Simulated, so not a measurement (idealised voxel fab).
You're looking at the process module voxel self aligned contacts.
The figure presents cross-section cut, which has a width of 215 nm and is divided into square cells with an edge length of 5 nm.
Cross-section, as written here: a square-cell grid given band by band from the top down, where a band holds one or more rows of cells.
For a band, the entry starts with two heights in nm, that of the top and then that of the bottom, and carries on with the band's materials in order from left to right, each alongside its width in nm; the word "everywhere" beside a single material means it fills the band edge to edge, and "blank" means empty space.
Counting heights begins at 0, where everything beneath is, in the wafer as received, one material. The lowest band has no bottom; it goes on downwards, as "top 0, no bottom" shows.
So if you see something like "30 to 40" for the width, read it as the top row of the band sitting at the first number and the bottom row at the second, with every row in between moving by the same amount as the last.
It should be understood that the words "no modifications", when stated for a given step, signify that the cross-section underwent no change in any of its cells during that step.
"Closed void listing" lists enclosed empty spaces (at least 8 cells, no open path upward to the top), each as width x height at distance from the left edge, in nm.
Past the settings on a step's line: simulator remark, on that step.
"overlay nm" answers the question of how far to the right of plan the mask lay on a step that has a mask, and when it is negative the answer is to the left.
# So here's the lineup of process steps we planned
1: RECEIVE, material Si
2: OXIDIZE, depth nm 5
3: DIRECTIONAL_DEP, material polySi, thk nm 25
4: DIRECTIONAL_DEP, material SiN, thk nm 15
5: PATTERN, tone cover, mask id GATE, material resist, width nm 35, pitch nm 65, thk nm 20, overlay nm 0
6: DIRECTIONAL_ETCH, etch materials SiN, depth nm 15
7: DIRECTIONAL_ETCH, etch materials polySi, depth nm 25
8: STRIP, etch materials resist
9: CONFORMAL_DEP, material SiN, thk nm 5
10: DIRECTIONAL_ETCH, etch materials SiN, depth nm 5
11: FILL_DEP, material SiO2, thk nm 15
12: CMP, height nm 45
13: MASKED_ETCH, tone open, mask id CONTACT, width nm 40, etch materials SiO2, depth nm 50, overlay nm 0
14: CONFORMAL_DEP, material TiN, thk nm 5
15: FILL_DEP, material Ru, thk nm 10
16: CMP, height nm 35
17: CONFORMAL_DEP, material SiCN, thk nm 5
Be aware that, although all wafers share a common starting state, the height nm at step 16 differs among them, and the plan displays the first wafer's value.
# The first of several wafers as received, shown in cross-section; this is its state after step 1
top 0, no bottom = Si everywhere
Closed void listing: none
# End of the module, past its last step, step 17: how the first of several wafers looks in cross-section
top 40, bottom 35 = SiCN everywhere
top 35, bottom 25 = 50 SiO2 | 45 SiN | 5 TiN | 10 Ru | 5 TiN | 45 SiN | 55 SiO2
top 25, bottom 0 = 50 SiO2 | 5 SiN | 35 polySi | 5 SiN | 5 TiN | 10 Ru | 5 TiN | 5 SiN | 35 polySi | 5 SiN | 55 SiO2
top 0, bottom -5 = 95 SiO2 | 20 TiN | 100 SiO2
top -5, no bottom = Si everywhere
Closed void listing: none
# End of module, last wafer sectioned
top 65, bottom 60 = SiCN everywhere
top 60, bottom 50 = Ru everywhere
top 50, bottom 45 = 90 TiN | 30 Ru | 95 TiN
top 45, bottom 40 = 85 SiO2 | 15 TiN | 10 Ru | 15 TiN | 90 SiO2
top 40, bottom 25 = 50 SiO2 | 45 SiN | 5 TiN | 10 Ru | 5 TiN | 45 SiN | 55 SiO2
top 25, bottom 0 = 50 SiO2 | 5 SiN | 35 polySi | 5 SiN | 5 TiN | 10 Ru | 5 TiN | 5 SiN | 35 polySi | 5 SiN | 55 SiO2
top 0, bottom -5 = 95 SiO2 | 20 TiN | 100 SiO2
top -5, no bottom = Si everywhere
Closed void listing: none
# Row per wafer, end-of-module: cell gain (+)/loss (-) by material since the wafer came in, then closed voids
height nm 35; +14 Ru; -43 Si; +43 SiCN; +56 SiN; +186 SiO2; +18 TiN; +70 polySi; Closed void listing: none
height nm 40; +16 Ru; -43 Si; +43 SiCN; +74 SiN; +207 SiO2; +20 TiN; +70 polySi; Closed void listing: none
height nm 45; +18 Ru; -43 Si; +43 SiCN; +74 SiN; +242 SiO2; +26 TiN; +70 polySi; Closed void listing: none
height nm 50; +24 Ru; -43 Si; +43 SiCN; +74 SiN; +242 SiO2; +63 TiN; +70 polySi; Closed void listing: none
height nm 55; +67 Ru; -43 Si; +43 SiCN; +74 SiN; +242 SiO2; +63 TiN; +70 polySi; Closed void listing: none
height nm 60; +110 Ru; -43 Si; +43 SiCN; +74 SiN; +242 SiO2; +63 TiN; +70 polySi; Closed void listing: none
